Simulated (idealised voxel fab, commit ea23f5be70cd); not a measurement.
process module | voxel capacitor over wiring
cross-section cut | 210 nm wide | cells 5 nm
A cross-section is a grid of square cells, given in bands from the top down. A band is one or more rows of cells.
Each band's line starts with the height of the band's top and of its bottom, in nm. Then come its materials from left to right, each with its width in nm. One material with "throughout" fills the band from edge to edge. "air" is empty space.
Height 0 is the level under which the wafer as received is all one material. The lowest band goes on downwards, as in "0 down".
A width such as "30 to 40" changes by the same amount from each row of cells to the next, from the band's top row to its bottom row.
"no change" after a step means that no cell of the cross-section changed.
closed voids: empty space of 8 cells or more with no open way to the top, each as width x height at its distance from the left edge, in nm
after a step's settings: what the simulator itself notes on the step
overlay nm, on a step with a mask: how far to the right of its planned place the mask lay; to the left if negative
Each pair below shows a cross-section before one step and the cross-section after it, down to the lowest band that changed. The line under each pair gives the step between them, with its settings. The pairs can come from different runs of this module on the same starting wafer, so a pair continues from the pair above only where its "before" says so.
before
  0 down: Si throughout
  closed voids: none
after
  15 to 0: SiO2 throughout
  below 0: unchanged
  closed voids: none
the step between: op CONFORMAL_DEP | material SiO2 | thk nm 15
before: the cross-section after the pair above
after
  20 to 15: SiN throughout
  below 15: unchanged
  closed voids: none
the step between: op CONFORMAL_DEP | material SiN | thk nm 5
before: the cross-section after the pair above
after
  35 to 20: lowk throughout
  below 20: unchanged
  closed voids: none
the step between: op DIRECTIONAL_DEP | material lowk | thk nm 15
before: the cross-section after the pair above
after
  55 to 35: resist 55 | air 20 | resist 55 | air 20 | resist 60
  below 35: unchanged
  closed voids: none
the step between: op PATTERN | tone open | mask id METAL_1 | material resist | width nm 20 | pitch nm 75 | thk nm 20 | overlay nm 0
before: the cross-section after the pair above
after
  55 to 35: resist 55 | air 20 | resist 55 | air 20 | resist 60
  35 to 20: lowk 55 | air 20 | lowk 55 | air 20 | lowk 60
  below 20: unchanged
  closed voids: none
the step between: op DIRECTIONAL_ETCH | etch materials lowk | depth nm 15
before: the cross-section after the pair above
after
  55 to 35: resist 55 | air 20 | resist 55 | air 20 | resist 60
  35 to 20: lowk 55 | air 20 | lowk 55 | air 20 | lowk 60
  20 to 15: SiN 55 | air 20 | SiN 55 | air 20 | SiN 60
  below 15: unchanged
  closed voids: none
the step between: op DIRECTIONAL_ETCH | etch materials SiN | depth nm 5
before: the cross-section after the pair above
after
  35 to 20: lowk 55 | air 20 | lowk 55 | air 20 | lowk 60
  below 20: unchanged
  closed voids: none
the step between: op STRIP | etch materials resist
before: the cross-section after the pair above
after
  40 to 35: TiN 60 | air 10 | TiN 65 | air 10 | TiN 65
  35 to 20: lowk 55 | TiN 5 | air 10 | TiN 5 | lowk 55 | TiN 5 | air 10 | TiN 5 | lowk 60
  20 to 15: SiN 55 | TiN 20 | SiN 55 | TiN 20 | SiN 60
  below 15: unchanged
  closed voids: none
the step between: op CONFORMAL_DEP | material TiN | thk nm 5
before: the cross-section after the pair above
after
  50 to 40: Ru throughout
  40 to 35: TiN 60 | Ru 10 | TiN 65 | Ru 10 | TiN 65
  35 to 20: lowk 55 | TiN 5 | Ru 10 | TiN 5 | lowk 55 | TiN 5 | Ru 10 | TiN 5 | lowk 60
  below 20: unchanged
  closed voids: none
the step between: op FILL_DEP | material Ru | thk nm 10
before: the cross-section after the pair above
after
  35 to 20: lowk 55 | TiN 5 | Ru 10 | TiN 5 | lowk 55 | TiN 5 | Ru 10 | TiN 5 | lowk 60
  below 20: unchanged
  closed voids: none
the step between: op CMP | height nm 35
before: the cross-section after the pair above
after
  40 to 35: air 50 | Ru 30 | air 45 | Ru 30 | air 55
  below 35: unchanged
  closed voids: none
the step between: op EPI | material Ru | thk nm 5
before: the cross-section after the pair above
after
  45 to 40: SiCN throughout
  40 to 35: SiCN 50 | Ru 30 | SiCN 45 | Ru 30 | SiCN 55
  below 35: unchanged
  closed voids: none
the step between: op FILL_DEP | material SiCN | thk nm 5
before: the cross-section after the pair above
after
  55 to 45: lowk throughout
  below 45: unchanged
  closed voids: none
the step between: op DIRECTIONAL_DEP | material lowk | thk nm 10
before: the cross-section after the pair above
after
  55 to 45: lowk 60 | air 15 | lowk 135
  below 45: unchanged
  closed voids: none
the step between: op MASKED_ETCH | tone open | mask id PLUG_1 | width nm 15 | etch materials lowk | depth nm 10 | overlay nm 0
before: the cross-section after the pair above
after
  55 to 45: lowk 60 | air 15 | lowk 135
  45 to 40: SiCN 60 | air 15 | SiCN 135
  below 40: unchanged
  closed voids: none
the step between: op MASKED_ETCH | tone open | mask id PLUG_1 | width nm 15 | etch materials SiCN | depth nm 5 | overlay nm 0
before: the cross-section after the pair above
after
  55 to 50: lowk 60 | air 15 | lowk 135
  50 to 45: lowk 60 | Ru 15 | lowk 135
  45 to 40: SiCN 60 | Ru 15 | SiCN 135
  below 40: unchanged
  closed voids: none
the step between: op EPI | material Ru | thk nm 10
before: the cross-section after the pair above
after
  55 to 45: lowk 60 | Ru 15 | lowk 135
  below 45: unchanged
  closed voids: none
the step between: op EPI | material Ru | thk nm 5
before: the cross-section after the pair above
after
  60 to 55: TiN throughout
  below 55: unchanged
  closed voids: none
the step between: op DIRECTIONAL_DEP | material TiN | thk nm 5
before: the cross-section after the pair above
after
  65 to 60: Al2O3 throughout
  below 60: unchanged
  closed voids: none
the step between: op DIRECTIONAL_DEP | material Al2O3 | thk nm 5
before: the cross-section after the pair above
after
  70 to 65: TiN throughout
  below 65: unchanged
  closed voids: none
the step between: op DIRECTIONAL_DEP | material TiN | thk nm 5
before: the cross-section after the pair above
after
  85 to 70: aC throughout
  below 70: unchanged
  closed voids: none
the step between: op DIRECTIONAL_DEP | material aC | thk nm 15
before: the cross-section after the pair above
after
  120 to 85: air 60 | resist 60 | air 90
  below 85: unchanged
  closed voids: none
the step between: op PATTERN | tone cover | mask id UPPER_PLATE | material resist | width nm 60 | thk nm 35 | overlay nm 0
before: the cross-section after the pair above
after
  105 to 85: air 60 | resist 60 | air 90
  85 to 70: air 60 | aC 60 | air 90
  below 70: unchanged
  closed voids: none
the step between: op DIRECTIONAL_ETCH | etch materials aC | depth nm 15
before: the cross-section after the pair above
after
  85 to 70: air 60 | aC 60 | air 90
  below 70: unchanged
  closed voids: none
the step between: op STRIP | etch materials resist
before: the cross-section after the pair above
after
  85 to 70: air 60 | aC 60 | air 90
  70 to 65: air 60 | TiN 60 | air 90
  below 65: unchanged
  closed voids: none
the step between: op DIRECTIONAL_ETCH | etch materials TiN | depth nm 5
before: the cross-section after the pair above
after
  85 to 70: air 60 | aC 60 | air 90
  70 to 65: air 60 | TiN 60 | air 90
  65 to 60: air 60 | Al2O3 60 | air 90
  below 60: unchanged
  closed voids: none
the step between: op DIRECTIONAL_ETCH | etch materials Al2O3 | depth nm 5
before: the cross-section after the pair above
after
  70 to 65: air 60 | TiN 60 | air 90
  below 65: unchanged
  closed voids: none
the step between: op STRIP | etch materials aC
before: the cross-section after the pair above
after
  70 to 65: air 60 | TiN 60 | air 90
  65 to 60: air 60 | Al2O3 60 | air 90
  60 to 55: air 55 | TiN 70 | air 85
  below 55: unchanged
  closed voids: none
the step between: op MASKED_ETCH | tone cover | mask id LOWER_PLATE | width nm 70 | etch materials TiN | depth nm 5 | overlay nm 0
before: the cross-section after the pair above
after
  90 to 70: SiO2 throughout
  70 to 65: SiO2 60 | TiN 60 | SiO2 90
  65 to 60: SiO2 60 | Al2O3 60 | SiO2 90
  60 to 55: SiO2 55 | TiN 70 | SiO2 85
  below 55: unchanged
  closed voids: none
the step between: op FILL_DEP | material SiO2 | thk nm 20
before: the cross-section after the pair above
after
  85 to 70: SiO2 throughout
  below 70: unchanged
  closed voids: none
the step between: op CMP | height nm 85
before: the cross-section after the pair above
after
  105 to 85: resist 70 | air 15 | resist 125
  below 85: unchanged
  closed voids: none
the step between: op PATTERN | tone open | mask id PLUG_2 | material resist | width nm 15 | thk nm 20 | overlay nm 0
before: the cross-section after the pair above
after
  105 to 85: resist 70 | air 15 | resist 125
  85 to 70: SiO2 70 | air 15 | SiO2 125
  below 70: unchanged
  closed voids: none
the step between: op DIRECTIONAL_ETCH | etch materials SiO2 | depth nm 15
before: the cross-section after the pair above
after
  85 to 70: SiO2 70 | air 15 | SiO2 125
  below 70: unchanged
  closed voids: none
the step between: op STRIP | etch materials resist
before: the cross-section after the pair above
after
  90 to 85: TiN 75 | air 5 | TiN 130
  85 to 75: SiO2 70 | TiN 5 | air 5 | TiN 5 | SiO2 125
  75 to 65: SiO2 70 to 60 | TiN 15 to 60 | SiO2 125 to 90
  below 65: unchanged
  closed voids: none
the step between: op CONFORMAL_DEP | material TiN | thk nm 5
before: the cross-section after the pair above
after
  100 to 90: Cu throughout
  90 to 85: TiN 75 | Cu 5 | TiN 130
  85 to 75: SiO2 70 | TiN 5 | Cu 5 | TiN 5 | SiO2 125
  below 75: unchanged
  closed voids: none
the step between: op FILL_DEP | material Cu | thk nm 10
before: the cross-section after the pair above
after
  85 to 75: SiO2 70 | TiN 5 | Cu 5 | TiN 5 | SiO2 125
  below 75: unchanged
  closed voids: none
the step between: op CMP | height nm 85
before: the cross-section after the pair above
after
  90 to 85: SiCN throughout
  below 85: unchanged
  closed voids: none
the step between: op CONFORMAL_DEP | material SiCN | thk nm 5
before
  15 to 0: SiO2 throughout
  0 down: Si throughout
  closed voids: none
after
  30 to 15: lowk throughout
  below 15: unchanged
  closed voids: none
the step between: op DIRECTIONAL_DEP | material lowk | thk nm 15
before: the cross-section after the pair above
after
  50 to 30: resist 55 | air 20 | resist 55 | air 20 | resist 60
  below 30: unchanged
  closed voids: none
the step between: op PATTERN | tone open | mask id METAL_1 | material resist | width nm 20 | pitch nm 75 | thk nm 20 | overlay nm 0
before: the cross-section after the pair above
after
  50 to 30: resist 55 | air 20 | resist 55 | air 20 | resist 60
  30 to 15: lowk 55 | air 20 | lowk 55 | air 20 | lowk 60
  below 15: unchanged
  closed voids: none
the step between: op DIRECTIONAL_ETCH | etch materials lowk | depth nm 15
before: the cross-section after the pair above
after
  30 to 15: lowk 55 | air 20 | lowk 55 | air 20 | lowk 60
  below 15: unchanged
  closed voids: none
the step between: op STRIP | etch materials resist
before: the cross-section after the pair above
after
  35 to 30: TiN 60 | air 10 | TiN 65 | air 10 | TiN 65
  30 to 20: lowk 55 | TiN 5 | air 10 | TiN 5 | lowk 55 | TiN 5 | air 10 | TiN 5 | lowk 60
  20 to 15: lowk 55 | TiN 20 | lowk 55 | TiN 20 | lowk 60
  below 15: unchanged
  closed voids: none
the step between: op CONFORMAL_DEP | material TiN | thk nm 5
before: the cross-section after the pair above
after
  45 to 35: Ru throughout
  35 to 30: TiN 60 | Ru 10 | TiN 65 | Ru 10 | TiN 65
  30 to 20: lowk 55 | TiN 5 | Ru 10 | TiN 5 | lowk 55 | TiN 5 | Ru 10 | TiN 5 | lowk 60
  below 20: unchanged
  closed voids: none
the step between: op FILL_DEP | material Ru | thk nm 10
before: the cross-section after the pair above
after
  35 to 30: TiN 60 | Ru 10 | TiN 65 | Ru 10 | TiN 65
  below 30: unchanged
  closed voids: none
the step between: op CMP | height nm 35
before: the cross-section after the pair above
after
  40 to 35: Ru throughout
  below 35: unchanged
  closed voids: none
the step between: op EPI | material Ru | thk nm 5
before: the cross-section after the pair above
after
  45 to 40: SiCN throughout
  below 40: unchanged
  closed voids: none
the step between: op FILL_DEP | material SiCN | thk nm 5
before: the cross-section after the pair above
after
  55 to 45: lowk throughout
  below 45: unchanged
  closed voids: none
the step between: op DIRECTIONAL_DEP | material lowk | thk nm 10
before: the cross-section after the pair above
after
  55 to 45: lowk 60 | air 15 | lowk 135
  below 45: unchanged
  closed voids: none
the step between: op MASKED_ETCH | tone open | mask id PLUG_1 | width nm 15 | etch materials lowk | depth nm 10 | overlay nm 0
before: the cross-section after the pair above
after
  55 to 45: lowk 60 | air 15 | lowk 135
  45 to 40: SiCN 60 | air 15 | SiCN 135
  below 40: unchanged
  closed voids: none
the step between: op MASKED_ETCH | tone open | mask id PLUG_1 | width nm 15 | etch materials SiCN | depth nm 5 | overlay nm 0
before: the cross-section after the pair above
after
  55 to 50: lowk 60 | air 15 | lowk 135
  50 to 45: lowk 60 | Ru 15 | lowk 135
  45 to 40: SiCN 60 | Ru 15 | SiCN 135
  below 40: unchanged
  closed voids: none
the step between: op EPI | material Ru | thk nm 10
before: the cross-section after the pair above
after
  55 to 45: lowk 60 | Ru 15 | lowk 135
  below 45: unchanged
  closed voids: none
the step between: op EPI | material Ru | thk nm 5
before: the cross-section after the pair above
after
  60 to 55: TiN throughout
  below 55: unchanged
  closed voids: none
the step between: op DIRECTIONAL_DEP | material TiN | thk nm 5
before: the cross-section after the pair above
after
  65 to 60: Al2O3 throughout
  below 60: unchanged
  closed voids: none
the step between: op DIRECTIONAL_DEP | material Al2O3 | thk nm 5
before: the cross-section after the pair above
after
  70 to 65: TiN throughout
  below 65: unchanged
  closed voids: none
the step between: op DIRECTIONAL_DEP | material TiN | thk nm 5
before: the cross-section after the pair above
after
  85 to 70: aC throughout
  below 70: unchanged
  closed voids: none
the step between: op DIRECTIONAL_DEP | material aC | thk nm 15
before: the cross-section after the pair above
after
  120 to 85: air 60 | resist 60 | air 90
  below 85: unchanged
  closed voids: none
the step between: op PATTERN | tone cover | mask id UPPER_PLATE | material resist | width nm 60 | thk nm 35 | overlay nm 0
before: the cross-section after the pair above
after
  105 to 85: air 60 | resist 60 | air 90
  85 to 70: air 60 | aC 60 | air 90
  below 70: unchanged
  closed voids: none
the step between: op DIRECTIONAL_ETCH | etch materials aC | depth nm 15
before: the cross-section after the pair above
after
  85 to 70: air 60 | aC 60 | air 90
  below 70: unchanged
  closed voids: none
the step between: op STRIP | etch materials resist
before: the cross-section after the pair above
after
  85 to 70: air 60 | aC 60 | air 90
  70 to 65: air 60 | TiN 60 | air 90
  below 65: unchanged
  closed voids: none
the step between: op DIRECTIONAL_ETCH | etch materials TiN | depth nm 5
before: the cross-section after the pair above
after
  85 to 70: air 60 | aC 60 | air 90
  70 to 65: air 60 | TiN 60 | air 90
  65 to 60: air 60 | Al2O3 60 | air 90
  below 60: unchanged
  closed voids: none
the step between: op DIRECTIONAL_ETCH | etch materials Al2O3 | depth nm 5
before: the cross-section after the pair above
after
  70 to 65: air 60 | TiN 60 | air 90
  below 65: unchanged
  closed voids: none
the step between: op STRIP | etch materials aC
before: the cross-section after the pair above
after
  70 to 65: air 60 | TiN 60 | air 90
  65 to 60: air 60 | Al2O3 60 | air 90
  60 to 55: air 55 | TiN 70 | air 85
  below 55: unchanged
  closed voids: none
the step between: op MASKED_ETCH | tone cover | mask id LOWER_PLATE | width nm 70 | etch materials TiN | depth nm 5 | overlay nm 0
before: the cross-section after the pair above
after
  90 to 70: SiO2 throughout
  70 to 65: SiO2 60 | TiN 60 | SiO2 90
  65 to 60: SiO2 60 | Al2O3 60 | SiO2 90
  60 to 55: SiO2 55 | TiN 70 | SiO2 85
  below 55: unchanged
  closed voids: none
the step between: op FILL_DEP | material SiO2 | thk nm 20
before: the cross-section after the pair above
after
  85 to 70: SiO2 throughout
  below 70: unchanged
  closed voids: none
the step between: op CMP | height nm 85
before: the cross-section after the pair above
after
  105 to 85: resist 70 | air 15 | resist 125
  below 85: unchanged
  closed voids: none
the step between: op PATTERN | tone open | mask id PLUG_2 | material resist | width nm 15 | thk nm 20 | overlay nm 0
before: the cross-section after the pair above
after
  105 to 85: resist 70 | air 15 | resist 125
  85 to 70: SiO2 70 | air 15 | SiO2 125
  below 70: unchanged
  closed voids: none
the step between: op DIRECTIONAL_ETCH | etch materials SiO2 | depth nm 15
before: the cross-section after the pair above
after
  85 to 70: SiO2 70 | air 15 | SiO2 125
  below 70: unchanged
  closed voids: none
the step between: op STRIP | etch materials resist
before: the cross-section after the pair above
after
  90 to 85: TiN 75 | air 5 | TiN 130
  85 to 75: SiO2 70 | TiN 5 | air 5 | TiN 5 | SiO2 125
  75 to 65: SiO2 70 to 60 | TiN 15 to 60 | SiO2 125 to 90
  below 65: unchanged
  closed voids: none
the step between: op CONFORMAL_DEP | material TiN | thk nm 5
before: the cross-section after the pair above
after
  100 to 90: Cu throughout
  90 to 85: TiN 75 | Cu 5 | TiN 130
  85 to 75: SiO2 70 | TiN 5 | Cu 5 | TiN 5 | SiO2 125
  below 75: unchanged
  closed voids: none
the step between: op FILL_DEP | material Cu | thk nm 10
before: the cross-section after the pair above
after
  85 to 75: SiO2 70 | TiN 5 | Cu 5 | TiN 5 | SiO2 125
  below 75: unchanged
  closed voids: none
the step between: op CMP | height nm 85
before: the cross-section after the pair above
after
  90 to 85: SiCN throughout
  below 85: unchanged
  closed voids: none
the step between: op CONFORMAL_DEP | material SiCN | thk nm 5
before
  15 to 0: SiO2 throughout
  0 down: Si throughout
  closed voids: none
after
  30 to 0: SiO2 throughout
  below 0: unchanged
  closed voids: none
the step between: op CONFORMAL_DEP | material SiO2 | thk nm 15
before: the cross-section after the pair above
after
  35 to 30: SiN throughout
  below 30: unchanged
  closed voids: none
the step between: op CONFORMAL_DEP | material SiN | thk nm 5
before: the cross-section after the pair above
after
  50 to 35: lowk throughout
  below 35: unchanged
  closed voids: none
the step between: op DIRECTIONAL_DEP | material lowk | thk nm 15
before: the cross-section after the pair above
after
  70 to 50: resist 55 | air 20 | resist 55 | air 20 | resist 60
  below 50: unchanged
  closed voids: none
the step between: op PATTERN | tone open | mask id METAL_1 | material resist | width nm 20 | pitch nm 75 | thk nm 20 | overlay nm 0
before: the cross-section after the pair above
after
  70 to 50: resist 55 | air 20 | resist 55 | air 20 | resist 60
  50 to 35: lowk 55 | air 20 | lowk 55 | air 20 | lowk 60
  below 35: unchanged
  closed voids: none
the step between: op DIRECTIONAL_ETCH | etch materials lowk | depth nm 15
before: the cross-section after the pair above
after
  70 to 50: resist 55 | air 20 | resist 55 | air 20 | resist 60
  50 to 35: lowk 55 | air 20 | lowk 55 | air 20 | lowk 60
  35 to 30: SiN 55 | air 20 | SiN 55 | air 20 | SiN 60
  below 30: unchanged
  closed voids: none
the step between: op DIRECTIONAL_ETCH | etch materials SiN | depth nm 5
before: the cross-section after the pair above
after
  50 to 35: lowk 55 | air 20 | lowk 55 | air 20 | lowk 60
  below 35: unchanged
  closed voids: none
the step between: op STRIP | etch materials resist
before: the cross-section after the pair above
after
  55 to 50: TiN 60 | air 10 | TiN 65 | air 10 | TiN 65
  50 to 35: lowk 55 | TiN 5 | air 10 | TiN 5 | lowk 55 | TiN 5 | air 10 | TiN 5 | lowk 60
  35 to 30: SiN 55 | TiN 20 | SiN 55 | TiN 20 | SiN 60
  below 30: unchanged
  closed voids: none
the step between: op CONFORMAL_DEP | material TiN | thk nm 5
before: the cross-section after the pair above
after
  65 to 55: Ru throughout
  55 to 50: TiN 60 | Ru 10 | TiN 65 | Ru 10 | TiN 65
  50 to 35: lowk 55 | TiN 5 | Ru 10 | TiN 5 | lowk 55 | TiN 5 | Ru 10 | TiN 5 | lowk 60
  below 35: unchanged
  closed voids: none
the step between: op FILL_DEP | material Ru | thk nm 10
before: the cross-section after the pair above
after
  35 to 30: SiN 55 | TiN 20 | SiN 55 | TiN 20 | SiN 60
  below 30: unchanged
  closed voids: none
the step between: op CMP | height nm 35
before: the cross-section after the pair above
after
  40 to 35: air 50 | Ru 30 | air 45 | Ru 30 | air 55
  below 35: unchanged
  closed voids: none
the step between: op EPI | material Ru | thk nm 5
before: the cross-section after the pair above
after
  45 to 40: SiCN throughout
  40 to 35: SiCN 50 | Ru 30 | SiCN 45 | Ru 30 | SiCN 55
  below 35: unchanged
  closed voids: none
the step between: op FILL_DEP | material SiCN | thk nm 5
before: the cross-section after the pair above
after
  55 to 45: lowk throughout
  below 45: unchanged
  closed voids: none
the step between: op DIRECTIONAL_DEP | material lowk | thk nm 10
before: the cross-section after the pair above
after
  55 to 45: lowk 60 | air 15 | lowk 135
  below 45: unchanged
  closed voids: none
the step between: op MASKED_ETCH | tone open | mask id PLUG_1 | width nm 15 | etch materials lowk | depth nm 10 | overlay nm 0
before: the cross-section after the pair above
after
  55 to 45: lowk 60 | air 15 | lowk 135
  45 to 40: SiCN 60 | air 15 | SiCN 135
  below 40: unchanged
  closed voids: none
the step between: op MASKED_ETCH | tone open | mask id PLUG_1 | width nm 15 | etch materials SiCN | depth nm 5 | overlay nm 0
before: the cross-section after the pair above
after
  55 to 50: lowk 60 | air 15 | lowk 135
  50 to 45: lowk 60 | Ru 15 | lowk 135
  45 to 40: SiCN 60 | Ru 15 | SiCN 135
  below 40: unchanged
  closed voids: none
the step between: op EPI | material Ru | thk nm 10
before: the cross-section after the pair above
after
  55 to 45: lowk 60 | Ru 15 | lowk 135
  below 45: unchanged
  closed voids: none
the step between: op EPI | material Ru | thk nm 5
before: the cross-section after the pair above
after
  60 to 55: TiN throughout
  below 55: unchanged
  closed voids: none
the step between: op DIRECTIONAL_DEP | material TiN | thk nm 5
before: the cross-section after the pair above
after
  65 to 60: Al2O3 throughout
  below 60: unchanged
  closed voids: none
the step between: op DIRECTIONAL_DEP | material Al2O3 | thk nm 5
before: the cross-section after the pair above
after
  70 to 65: TiN throughout
  below 65: unchanged
  closed voids: none
the step between: op DIRECTIONAL_DEP | material TiN | thk nm 5
before: the cross-section after the pair above
after
  85 to 70: aC throughout
  below 70: unchanged
  closed voids: none
the step between: op DIRECTIONAL_DEP | material aC | thk nm 15
before: the cross-section after the pair above
after
  120 to 85: air 60 | resist 60 | air 90
  below 85: unchanged
  closed voids: none
the step between: op PATTERN | tone cover | mask id UPPER_PLATE | material resist | width nm 60 | thk nm 35 | overlay nm 0
before: the cross-section after the pair above
after
  105 to 85: air 60 | resist 60 | air 90
  85 to 70: air 60 | aC 60 | air 90
  below 70: unchanged
  closed voids: none
the step between: op DIRECTIONAL_ETCH | etch materials aC | depth nm 15
before: the cross-section after the pair above
after
  85 to 70: air 60 | aC 60 | air 90
  below 70: unchanged
  closed voids: none
the step between: op STRIP | etch materials resist
before: the cross-section after the pair above
after
  85 to 70: air 60 | aC 60 | air 90
  70 to 65: air 60 | TiN 60 | air 90
  below 65: unchanged
  closed voids: none
the step between: op DIRECTIONAL_ETCH | etch materials TiN | depth nm 5
before: the cross-section after the pair above
after
  85 to 70: air 60 | aC 60 | air 90
  70 to 65: air 60 | TiN 60 | air 90
  65 to 60: air 60 | Al2O3 60 | air 90
  below 60: unchanged
  closed voids: none
the step between: op DIRECTIONAL_ETCH | etch materials Al2O3 | depth nm 5
before: the cross-section after the pair above
after
  70 to 65: air 60 | TiN 60 | air 90
  below 65: unchanged
  closed voids: none
the step between: op STRIP | etch materials aC
before: the cross-section after the pair above
after
  70 to 65: air 60 | TiN 60 | air 90
  65 to 60: air 60 | Al2O3 60 | air 90
  60 to 55: air 55 | TiN 70 | air 85
  below 55: unchanged
  closed voids: none
the step between: op MASKED_ETCH | tone cover | mask id LOWER_PLATE | width nm 70 | etch materials TiN | depth nm 5 | overlay nm 0
before: the cross-section after the pair above
after
  90 to 70: SiO2 throughout
  70 to 65: SiO2 60 | TiN 60 | SiO2 90
  65 to 60: SiO2 60 | Al2O3 60 | SiO2 90
  60 to 55: SiO2 55 | TiN 70 | SiO2 85
  below 55: unchanged
  closed voids: none
the step between: op FILL_DEP | material SiO2 | thk nm 20
before: the cross-section after the pair above
after
  85 to 70: SiO2 throughout
  below 70: unchanged
  closed voids: none
the step between: op CMP | height nm 85
before: the cross-section after the pair above
after
  105 to 85: resist 70 | air 15 | resist 125
  below 85: unchanged
  closed voids: none
the step between: op PATTERN | tone open | mask id PLUG_2 | material resist | width nm 15 | thk nm 20 | overlay nm 0
before: the cross-section after the pair above
after
  105 to 85: resist 70 | air 15 | resist 125
  85 to 70: SiO2 70 | air 15 | SiO2 125
  below 70: unchanged
  closed voids: none
the step between: op DIRECTIONAL_ETCH | etch materials SiO2 | depth nm 15
before: the cross-section after the pair above
after
  85 to 70: SiO2 70 | air 15 | SiO2 125
  below 70: unchanged
  closed voids: none
the step between: op STRIP | etch materials resist
before: the cross-section after the pair above
after
  90 to 85: TiN 75 | air 5 | TiN 130
  85 to 75: SiO2 70 | TiN 5 | air 5 | TiN 5 | SiO2 125
  75 to 65: SiO2 70 to 60 | TiN 15 to 60 | SiO2 125 to 90
  below 65: unchanged
  closed voids: none
the step between: op CONFORMAL_DEP | material TiN | thk nm 5
before: the cross-section after the pair above
after
  100 to 90: Cu throughout
  90 to 85: TiN 75 | Cu 5 | TiN 130
  85 to 75: SiO2 70 | TiN 5 | Cu 5 | TiN 5 | SiO2 125
  below 75: unchanged
  closed voids: none
the step between: op FILL_DEP | material Cu | thk nm 10
before: the cross-section after the pair above
after
  85 to 75: SiO2 70 | TiN 5 | Cu 5 | TiN 5 | SiO2 125
  below 75: unchanged
  closed voids: none
the step between: op CMP | height nm 85
before: the cross-section after the pair above
after
  90 to 85: SiCN throughout
  below 85: unchanged
  closed voids: none
the step between: op CONFORMAL_DEP | material SiCN | thk nm 5
before
  55 to 50: lowk 60 | air 15 | lowk 135
  50 to 45: lowk 60 | Ru 15 | lowk 135
  45 to 40: SiCN 60 | Ru 15 | SiCN 135
  40 to 35: SiCN 50 | Ru 30 | SiCN 45 | Ru 30 | SiCN 55
  35 to 20: lowk 55 | TiN 5 | Ru 10 | TiN 5 | lowk 55 | TiN 5 | Ru 10 | TiN 5 | lowk 60
  20 to 15: SiN 55 | TiN 20 | SiN 55 | TiN 20 | SiN 60
  15 to 0: SiO2 throughout
  0 down: Si throughout
  closed voids: none
after
  60 to 55: TiN 60 | air 15 | TiN 135
  55 to 50: lowk 60 | TiN 15 | lowk 135
  below 50: unchanged
  closed voids: none
the step between: op DIRECTIONAL_DEP | material TiN | thk nm 5
before: the cross-section after the pair above
after
  65 to 60: Ru 65 | air 5 | Ru 140
  60 to 55: TiN 60 | Ru 15 | TiN 135
  below 55: unchanged
  closed voids: none
the step between: op EPI | material Ru | thk nm 5
before: the cross-section after the pair above
after
  70 to 65: Al2O3 65 | air 5 | Al2O3 140
  65 to 60: Ru 65 | Al2O3 5 | Ru 140
  below 60: unchanged
  closed voids: none
the step between: op DIRECTIONAL_DEP | material Al2O3 | thk nm 5
before: the cross-section after the pair above
after
  75 to 70: TiN 65 | air 5 | TiN 140
  70 to 65: Al2O3 65 | TiN 5 | Al2O3 140
  below 65: unchanged
  closed voids: none
the step between: op DIRECTIONAL_DEP | material TiN | thk nm 5
before: the cross-section after the pair above
after
  90 to 85: aC 65 | air 5 | aC 140
  85 to 75: aC throughout
  75 to 70: TiN 65 | aC 5 | TiN 140
  below 70: unchanged
  closed voids: none
the step between: op DIRECTIONAL_DEP | material aC | thk nm 15
before: the cross-section after the pair above
after
  125 to 90: air 60 | resist 60 | air 90
  90 to 85: aC 65 | resist 5 | aC 140
  below 85: unchanged
  closed voids: none
the step between: op PATTERN | tone cover | mask id UPPER_PLATE | material resist | width nm 60 | thk nm 35 | overlay nm 0
before: the cross-section after the pair above
after
  110 to 90: air 60 | resist 60 | air 90
  90 to 85: air 60 | aC 5 | resist 5 | aC 50 | air 90
  85 to 75: air 60 | aC 60 | air 90
  below 75: unchanged
  closed voids: none
the step between: op DIRECTIONAL_ETCH | etch materials aC | depth nm 15
before: the cross-section after the pair above
after
  90 to 85: air 60 | aC 5 | air 5 | aC 50 | air 90
  below 85: unchanged
  closed voids: none
the step between: op STRIP | etch materials resist
before: the cross-section after the pair above
after
  90 to 85: air 60 | aC 5 | air 5 | aC 50 | air 90
  85 to 75: air 60 | aC 60 | air 90
  75 to 70: air 60 | TiN 5 | aC 5 | TiN 50 | air 90
  below 70: unchanged
  closed voids: none
the step between: op DIRECTIONAL_ETCH | etch materials TiN | depth nm 5
before: the cross-section after the pair above
after
  90 to 85: air 60 | aC 5 | air 5 | aC 50 | air 90
  85 to 75: air 60 | aC 60 | air 90
  75 to 70: air 60 | TiN 5 | aC 5 | TiN 50 | air 90
  70 to 65: air 60 | Al2O3 5 | TiN 5 | Al2O3 50 | air 90
  below 65: unchanged
  closed voids: none
the step between: op DIRECTIONAL_ETCH | etch materials Al2O3 | depth nm 5
before: the cross-section after the pair above
after
  75 to 70: air 60 | TiN 5 | air 5 | TiN 50 | air 90
  below 70: unchanged
  closed voids: none
the step between: op STRIP | etch materials aC
before: the cross-section after the pair above
after
  95 to 75: SiO2 throughout
  75 to 70: SiO2 60 | TiN 5 | SiO2 5 | TiN 50 | SiO2 90
  70 to 65: SiO2 60 | Al2O3 5 | TiN 5 | Al2O3 50 | SiO2 90
  below 65: unchanged
  closed voids: none
the step between: op FILL_DEP | material SiO2 | thk nm 20
before: the cross-section after the pair above
after
  85 to 75: SiO2 throughout
  below 75: unchanged
  closed voids: none
the step between: op CMP | height nm 85
before: the cross-section after the pair above
after
  105 to 85: resist 70 | air 15 | resist 125
  below 85: unchanged
  closed voids: none
the step between: op PATTERN | tone open | mask id PLUG_2 | material resist | width nm 15 | thk nm 20 | overlay nm 0
before: the cross-section after the pair above
after
  105 to 85: resist 70 | air 15 | resist 125
  85 to 75: SiO2 70 | air 15 | SiO2 125
  below 75: unchanged
  closed voids: none
the step between: op DIRECTIONAL_ETCH | etch materials SiO2 | depth nm 15
before: the cross-section after the pair above
after
  85 to 75: SiO2 70 | air 15 | SiO2 125
  below 75: unchanged
  closed voids: none
the step between: op STRIP | etch materials resist
before: the cross-section after the pair above
after
  90 to 85: TiN 75 | air 5 | TiN 130
  85 to 80: SiO2 70 | TiN 5 | air 5 | TiN 5 | SiO2 125
  80 to 75: SiO2 70 | TiN 15 | SiO2 125
  below 75: unchanged
  closed voids: none
the step between: op CONFORMAL_DEP | material TiN | thk nm 5
before: the cross-section after the pair above
after
  100 to 90: Cu throughout
  90 to 85: TiN 75 | Cu 5 | TiN 130
  85 to 80: SiO2 70 | TiN 5 | Cu 5 | TiN 5 | SiO2 125
  below 80: unchanged
  closed voids: none
the step between: op FILL_DEP | material Cu | thk nm 10
before: the cross-section after the pair above
after
  85 to 80: SiO2 70 | TiN 5 | Cu 5 | TiN 5 | SiO2 125
  below 80: unchanged
  closed voids: none
the step between: op CMP | height nm 85
before: the cross-section after the pair above
after
  90 to 85: SiCN throughout
  below 85: unchanged
  closed voids: none
the step between: op CONFORMAL_DEP | material SiCN | thk nm 5
before
  0 down: Si throughout
  closed voids: none
after
  10 to 0: SiO2 throughout
  below 0: unchanged
  closed voids: none
the step between: op CONFORMAL_DEP | material SiO2 | thk nm 10
